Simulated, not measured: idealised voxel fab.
Proc. module: voxel transistor to metal
Square cell edge 5 nm, section width 215 nm, ID cut.
The cross-sections in this document take the form of a grid made of square cells. They are written out as bands, in order from top to bottom. Each band consists of one or more rows of cells. For a band, the entry starts with two heights in nm, that of the top and then that of the bottom, and carries on with the band's materials in order from left to right, each alongside its width in nm; the word "full width" beside a single material means it fills the band edge to edge, and "empty" means empty space. It should be noted that heights are counted from 0, beneath which the wafer as supplied is of one material throughout, and that the lowest band possesses no lower boundary but continues downward, as written in "0 -> down". A width given as "30 to 40" starts at the first number in the band's top row and ends at the second number in its bottom row, shifting by an equal amount at every step from row to row. "nothing altered" (step): cross-section cells unchanged, all of them. Closed empty spaces (no open way to the top) of 8 cells or more are what "Enclosed void catalog" lists, each as width x height at distance from the left edge, nm for all three. Note: text after step settings on the step line = simulator remark on that step. "overlay nm" denotes, for a step that has a mask, the displacement of the mask to the right of its planned place, with negative values corresponding to the left.

Steps in the process plan:
1) RECEIVE,material Si
2) OXIDIZE,depth nm 5
3) CONFORMAL_DEP,material SiN,thk nm 10
4) DIRECTIONAL_DEP,material aC,thk nm 15
5) PATTERN,tone cover,mask id ACTIVE,material resist,width nm 115,thk nm 35,overlay nm 0
6) DIRECTIONAL_ETCH,etch materials aC,depth nm 15
7) STRIP,etch materials resist
8) DIRECTIONAL_ETCH,etch materials SiN,depth nm 10
9) DIRECTIONAL_ETCH,etch materials SiO2,depth nm 5
10) DIRECTIONAL_ETCH,etch materials Si,depth nm 25
11) STRIP,etch materials aC
12) FILL_DEP,material SiO2,thk nm 15
13) CMP,height nm 10
14) SELECTIVE_ETCH,etch materials SiO2,depth nm 5
15) STRIP,etch materials SiN
16) SELECTIVE_ETCH,etch materials SiO2,depth nm 5
17) OXIDIZE,depth nm 5
18) DIRECTIONAL_DEP,material polySi,thk nm 20
19) DIRECTIONAL_DEP,material SiCN,thk nm 15
20) MASKED_ETCH,tone cover,mask id GATE,width nm 25,etch materials SiCN,depth nm 25,overlay nm 0
21) MASKED_ETCH,tone cover,mask id GATE,width nm 25,etch materials polySi,depth nm 30,overlay nm 0
22) CONFORMAL_DEP,material SiO2,thk nm 5
23) DIRECTIONAL_ETCH,etch materials SiO2,depth nm 5
24) CONFORMAL_DEP,material SiN,thk nm 5
25) DIRECTIONAL_ETCH,etch materials SiN,depth nm 5
26) DIRECTIONAL_ETCH,etch materials SiO2,depth nm 5
27) DIRECTIONAL_ETCH,etch materials Si,depth nm 15
28) EPI,material nSi,thk nm 15
29) FILL_DEP,material SiO2,thk nm 5
30) CMP,height nm 30
31) DIRECTIONAL_DEP,material SiO2,thk nm 15
32) PATTERN,tone open,mask id CONTACT,material resist,width nm 20,pitch nm 75,thk nm 15,overlay nm 0
33) DIRECTIONAL_ETCH,etch materials SiO2,depth nm 40
34) STRIP,etch materials resist
35) CONFORMAL_DEP,material TiN,thk nm 5
36) FILL_DEP,material Ru,thk nm 10
37) CMP,height nm 45
38) DIRECTIONAL_DEP,material TiN,thk nm 5
39) DIRECTIONAL_DEP,material Ru,thk nm 15
40) DIRECTIONAL_DEP,material aC,thk nm 10
41) PATTERN,tone cover,mask id METAL_1,material resist,width nm 20,pitch nm 75,thk nm 25,overlay nm 0
42) DIRECTIONAL_ETCH,etch materials aC,depth nm 10
43) STRIP,etch materials resist
44) DIRECTIONAL_ETCH,etch materials Ru,depth nm 15
45) DIRECTIONAL_ETCH,etch materials TiN,depth nm 5
46) STRIP,etch materials aC
47) FILL_DEP,material lowk,thk nm 10
48) CMP,height nm 65
49) CONFORMAL_DEP,material SiN,thk nm 5

Cross-section of the wafer as it came to us, i.e., already through step 1:
0 -> down  Si full width
Enclosed void catalog: none

Run as planned - first of the two wafers cross-sectioned at the end of the module:
70 -> 65  SiN full width
65 -> 50  60 nm lowk  20 nm Ru  55 nm lowk  20 nm Ru  60 nm lowk
50 -> 45  60 nm lowk  20 nm TiN  55 nm lowk  20 nm TiN  60 nm lowk
45 -> 30  60 nm SiO2  5 nm TiN  10 nm Ru  5 nm TiN  55 nm SiO2  5 nm TiN  10 nm Ru  5 nm TiN  60 nm SiO2
30 -> 15  60 nm SiO2  5 nm TiN  10 nm Ru  5 nm TiN  5 nm SiO2  5 nm SiN  5 nm SiO2  25 nm SiCN  5 nm SiO2  5 nm SiN  5 nm SiO2  5 nm TiN  10 nm Ru  5 nm TiN  60 nm SiO2
15 -> 10  60 nm SiO2  5 nm TiN  10 nm Ru  5 nm TiN  5 nm SiO2  5 nm SiN  5 nm SiO2  25 nm polySi  5 nm SiO2  5 nm SiN  5 nm SiO2  5 nm TiN  10 nm Ru  5 nm TiN  60 nm SiO2
10 -> 5  60 nm SiO2  20 nm TiN  5 nm SiO2  5 nm SiN  5 nm SiO2  25 nm polySi  5 nm SiO2  5 nm SiN  5 nm SiO2  20 nm TiN  60 nm SiO2
5 -> 0  50 nm SiO2  35 nm nSi  5 nm SiN  5 nm SiO2  25 nm polySi  5 nm SiO2  5 nm SiN  35 nm nSi  50 nm SiO2
0 -> -5  50 nm SiO2  5 nm SiN  30 nm nSi  5 nm SiN  5 nm SiO2  25 nm polySi  5 nm SiO2  5 nm SiN  30 nm nSi  5 nm SiN  50 nm SiO2
-5 -> -10  55 nm SiO2  30 nm nSi  45 nm SiO2  30 nm nSi  55 nm SiO2
-10 -> -25  50 nm SiO2  5 nm Si  30 nm nSi  45 nm Si  30 nm nSi  5 nm Si  50 nm SiO2
-25 -> -30  50 nm SiO2  115 nm Si  50 nm SiO2
-30 -> down  Si full width
Enclosed void catalog: none

Cross-sectional view of the second of two wafers upon completion of the module. This wafer shared its starting condition and process plan with the first; one error was made during its execution:
70 -> 65  SiN full width
65 -> 60  lowk full width
60 -> 45  60 nm lowk  20 nm Ru  55 nm lowk  20 nm Ru  60 nm lowk
45 -> 40  60 nm lowk  20 nm TiN  55 nm lowk  20 nm TiN  60 nm lowk
40 -> 30  60 nm SiO2  5 nm TiN  10 nm Ru  5 nm TiN  55 nm SiO2  5 nm TiN  10 nm Ru  5 nm TiN  60 nm SiO2
30 -> 15  60 nm SiO2  5 nm TiN  10 nm Ru  5 nm TiN  5 nm SiO2  5 nm SiN  5 nm SiO2  25 nm SiCN  5 nm SiO2  5 nm SiN  5 nm SiO2  5 nm TiN  10 nm Ru  5 nm TiN  60 nm SiO2
15 -> 10  60 nm SiO2  5 nm TiN  10 nm Ru  5 nm TiN  5 nm SiO2  5 nm SiN  5 nm SiO2  25 nm polySi  5 nm SiO2  5 nm SiN  5 nm SiO2  5 nm TiN  10 nm Ru  5 nm TiN  60 nm SiO2
10 -> 5  60 nm SiO2  20 nm TiN  5 nm SiO2  5 nm SiN  5 nm SiO2  25 nm polySi  5 nm SiO2  5 nm SiN  5 nm SiO2  20 nm TiN  60 nm SiO2
5 -> 0  50 nm SiO2  35 nm nSi  5 nm SiN  5 nm SiO2  25 nm polySi  5 nm SiO2  5 nm SiN  35 nm nSi  50 nm SiO2
0 -> -5  50 nm SiO2  5 nm SiN  30 nm nSi  5 nm SiN  5 nm SiO2  25 nm polySi  5 nm SiO2  5 nm SiN  30 nm nSi  5 nm SiN  50 nm SiO2
-5 -> -10  55 nm SiO2  30 nm nSi  45 nm SiO2  30 nm nSi  55 nm SiO2
-10 -> -25  50 nm SiO2  5 nm Si  30 nm nSi  45 nm Si  30 nm nSi  5 nm Si  50 nm SiO2
-25 -> -30  50 nm SiO2  115 nm Si  50 nm SiO2
-30 -> down  Si full width
Enclosed void catalog: none
What went wrong in running the wafer? step 37 went in with a setting other than planned; the actual run was CMP,height nm 40
Wrapping up, a cell-based count of both wafers puts the second over or under the first for these materials: Ru: 4 fewer | SiO2: 35 fewer | TiN: 4 fewer | lowk: 43 more
